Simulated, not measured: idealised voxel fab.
Process module name: voxel self aligned vias
Displayed cross-section: cut, width of 215 nm, square cells sized 5 nm.
If you're reading a cross-section in this doc, picture square cells in a grid; it comes to you as bands, top ones listed first down to the bottom, and a band can be one or more rows of cells.
First you get the band's top height and its bottom height, in nm, and then the materials it's made of, left to right, with each width in nm. If you see a single material with "everywhere", that one covers the band edge to edge. "blank" is empty space.
It should be noted that heights are counted from 0, beneath which the wafer as supplied is of one material throughout, and that the lowest band possesses no lower boundary but continues downward, as written in "from 0 down".
The width entry "30..40" should be interpreted row by row: the top row of cells in the band takes the first number, the bottom row takes the second number, and the change between adjacent rows is uniform throughout.
"changes: none" (step): cross-section cells unchanged, all of them.
In the "Voids, sealed" entry, you get each enclosed empty space of 8 cells or more, one with no open way to the top, written width x height at distance, distance from the left edge, in nm.
If you see something after the settings on a step's line, that's the simulator's own remark about that step.
"overlay nm" denotes, for a step that has a mask, the displacement of the mask to the right of its planned place, with negative values corresponding to the left.
# Below is the list of planned process steps
1) RECEIVE, material Si
2) CONFORMAL_DEP, material SiO2, thk nm 15
3) CONFORMAL_DEP, material SiCN, thk nm 5
4) DIRECTIONAL_DEP, material SiO2, thk nm 30
5) DIRECTIONAL_DEP, material aC, thk nm 15
6) PATTERN, tone open, mask id LINES, material resist, width nm 25, pitch nm 65, thk nm 30, overlay nm 0
7) DIRECTIONAL_ETCH, etch materials aC, depth nm 15
8) STRIP, etch materials resist
9) DIRECTIONAL_ETCH, etch materials SiO2, depth nm 30
10) STRIP, etch materials aC
11) CONFORMAL_DEP, material TiN, thk nm 5
12) FILL_DEP, material Ru, thk nm 5
13) CMP, height nm 50
14) SELECTIVE_ETCH, etch materials W Ru TiN, depth nm 5
15) FILL_DEP, material SiN, thk nm 10
16) CMP, height nm 50
17) DIRECTIONAL_DEP, material SiO2, thk nm 20
18) PATTERN, tone open, mask id VIAS, material resist, width nm 35, pitch nm 65, thk nm 15, overlay nm 0
19) DIRECTIONAL_ETCH, etch materials SiO2, depth nm 20
20) DIRECTIONAL_ETCH, etch materials SiN, depth nm 5
21) STRIP, etch materials resist
22) CONFORMAL_DEP, material TiN, thk nm 5
23) FILL_DEP, material W, thk nm 10
24) CMP, height nm 70
25) CONFORMAL_DEP, material SiCN, thk nm 5
# As-received wafer cross-section (after step 1)
    from 0 down | Si everywhere
    Voids, sealed: none
# Sectioned view, first of two wafers, at the close of the module, processed as intended in the plan
    from 75 to 70 | SiCN everywhere
    from 70 to 55 | SiO2 25, then TiN 5, then W 25, then TiN 5, then SiO2 30, then TiN 5, then W 25, then TiN 5, then SiO2 30, then TiN 5, then W 25, then TiN 5, then SiO2 25
    from 55 to 50 | SiO2 25, then TiN 10, then W 15, then TiN 10, then SiO2 30, then TiN 10, then W 15, then TiN 10, then SiO2 30, then TiN 10, then W 15, then TiN 10, then SiO2 25
    from 50 to 45 | SiO2 30, then TiN 25, then SiO2 40, then TiN 25, then SiO2 40, then TiN 25, then SiO2 30
    from 45 to 25 | SiO2 30, then TiN 5, then Ru 15, then TiN 5, then SiO2 40, then TiN 5, then Ru 15, then TiN 5, then SiO2 40, then TiN 5, then Ru 15, then TiN 5, then SiO2 30
    from 25 to 20 | SiO2 30, then TiN 25, then SiO2 40, then TiN 25, then SiO2 40, then TiN 25, then SiO2 30
    from 20 to 15 | SiCN everywhere
    from 15 to 0 | SiO2 everywhere
    from 0 down | Si everywhere
    Voids, sealed: none
# End of module, second wafer, cross-section. Started like the first, planned like the first, run with one mistake
    from 75 to 70 | SiCN everywhere
    from 70 to 55 | SiO2 25, then TiN 5, then W 25, then TiN 5, then SiO2 30, then TiN 5, then W 25, then TiN 5, then SiO2 30, then TiN 5, then W 25, then TiN 5, then SiO2 25
    from 55 to 50 | SiO2 25, then TiN 10, then W 15, then TiN 10, then SiO2 30, then TiN 10, then W 15, then TiN 10, then SiO2 30, then TiN 10, then W 15, then TiN 10, then SiO2 25
    from 50 to 45 | SiO2 30, then TiN 25, then SiO2 40, then TiN 25, then SiO2 40, then TiN 25, then SiO2 30
    from 45 to 25 | SiO2 30, then TiN 5, then Ru 15, then TiN 5, then SiO2 40, then TiN 5, then Ru 15, then TiN 5, then SiO2 40, then TiN 5, then Ru 15, then TiN 5, then SiO2 30
    from 25 to 20 | SiO2 30, then TiN 25, then SiO2 40, then TiN 25, then SiO2 40, then TiN 25, then SiO2 30
    from 20 to 15 | SiCN everywhere
    from 15 to 0 | aC everywhere
    from 0 down | Si everywhere
    Voids, sealed: none
So what did we get wrong on this run? contrary to plan, step 2 was performed as CONFORMAL_DEP, material aC, thk nm 15
Looking at both finished wafers in cells, the second ends up ahead of or behind the first on some materials: -129 SiO2, +129 aC
